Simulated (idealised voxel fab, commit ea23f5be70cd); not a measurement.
Process module, titled voxel self aligned vias
cross-section cut | 170 nm wide | cells 5 nm
Cross-section, as written here: a square-cell grid given band by band from the top down, where a band holds one or more rows of cells.
First you get the band's top height and its bottom height, in nm, and then the materials it's made of, left to right, with each width in nm. If you see a single material with "edge to edge", that one covers the band edge to edge. "air" is empty space.
Counting heights begins at 0, where everything beneath is, in the wafer as received, one material. The lowest band has no bottom; it goes on downwards, as "top 0, no bottom" shows.
When a width is written as two numbers, as in "30->40", the first number is the width in the top row of cells of the band and the second is the width in its bottom row, and the width changes by the same amount from each row to the next.
Reading "nothing different" for a step: not a cell of the cross-section changed in it.
"Enclosed empty spaces" contains a list of empty spaces, each no smaller than 8 cells and without an open way to the top, written in the form width x height at distance with the distance from the left edge and all three in nm.
Anything after a step's settings on that line? It's the simulator's own note about the step.
overlay nm: on a step with a mask, how far right of its planned place the mask lay; negative means left.

-- The process steps that were planned are listed below
step 1: op RECEIVE | material Si
step 2: op CONFORMAL_DEP | material SiO2 | thk nm 15
step 3: op CONFORMAL_DEP | material SiCN | thk nm 5
step 4: op DIRECTIONAL_DEP | material SiO2 | thk nm 30
step 5: op MASKED_ETCH | tone open | mask id LINES | width nm 30 | pitch nm 75 | etch materials SiO2 | depth nm 30 | overlay nm 0
step 6: op CONFORMAL_DEP | material TiN | thk nm 5
step 7: op FILL_DEP | material W | thk nm 5
step 8: op CMP | height nm 50
step 9: op SELECTIVE_ETCH | etch materials W Ru TiN | depth nm 10
step 10: op FILL_DEP | material SiN | thk nm 5
step 11: op CMP | height nm 50
step 12: op DIRECTIONAL_DEP | material SiO2 | thk nm 20
step 13: op PATTERN | tone open | mask id VIAS | material resist | width nm 50 | pitch nm 75 | thk nm 20 | overlay nm 0
step 14: op DIRECTIONAL_ETCH | etch materials SiO2 | depth nm 20
step 15: op DIRECTIONAL_ETCH | etch materials SiN | depth nm 10
step 16: op STRIP | etch materials resist
step 17: op CONFORMAL_DEP | material TiN | thk nm 5
step 18: op FILL_DEP | material Cu | thk nm 5
step 19: op CMP | height nm 70
step 20: op CONFORMAL_DEP | material SiCN | thk nm 5

-- Step 1 complete: cross-section of the wafer as received
	top 0, no bottom  Si edge to edge
	Enclosed empty spaces: none

-- Cross-sectional result after module completion. Note: starting condition and plan are unchanged from above; one processing mistake was made
	top 75, bottom 70  SiCN edge to edge
	top 70, bottom 55  SiO2 (15)  TiN (5)  Cu (40)  TiN (5)  SiO2 (25)  TiN (5)  Cu (40)  TiN (5)  SiO2 (30)
	top 55, bottom 45  SiO2 (15->30)  TiN (20->5)  Cu (20)  TiN (10->5)  SiO2 (25->45)  TiN (20->5)  Cu (20)  TiN (10->5)  SiO2 (30->35)
	top 45, bottom 40  SiO2 (30)  TiN (30)  SiO2 (45)  TiN (30)  SiO2 (35)
	top 40, bottom 25  SiO2 (30)  TiN (5)  W (20)  TiN (5)  SiO2 (45)  TiN (5)  W (20)  TiN (5)  SiO2 (35)
	top 25, bottom 20  SiO2 (30)  TiN (30)  SiO2 (45)  TiN (30)  SiO2 (35)
	top 20, bottom 15  SiCN edge to edge
	top 15, bottom 0  SiO2 edge to edge
	top 0, no bottom  Si edge to edge
	Enclosed empty spaces: none
Heads up, the wafer didn't run the way we planned it: it should be noted that step 13 was executed with settings other than those planned, the operation and settings actually applied being op PATTERN | tone open | mask id VIAS | material resist | width nm 50 | pitch nm 75 | thk nm 20 | overlay nm -5
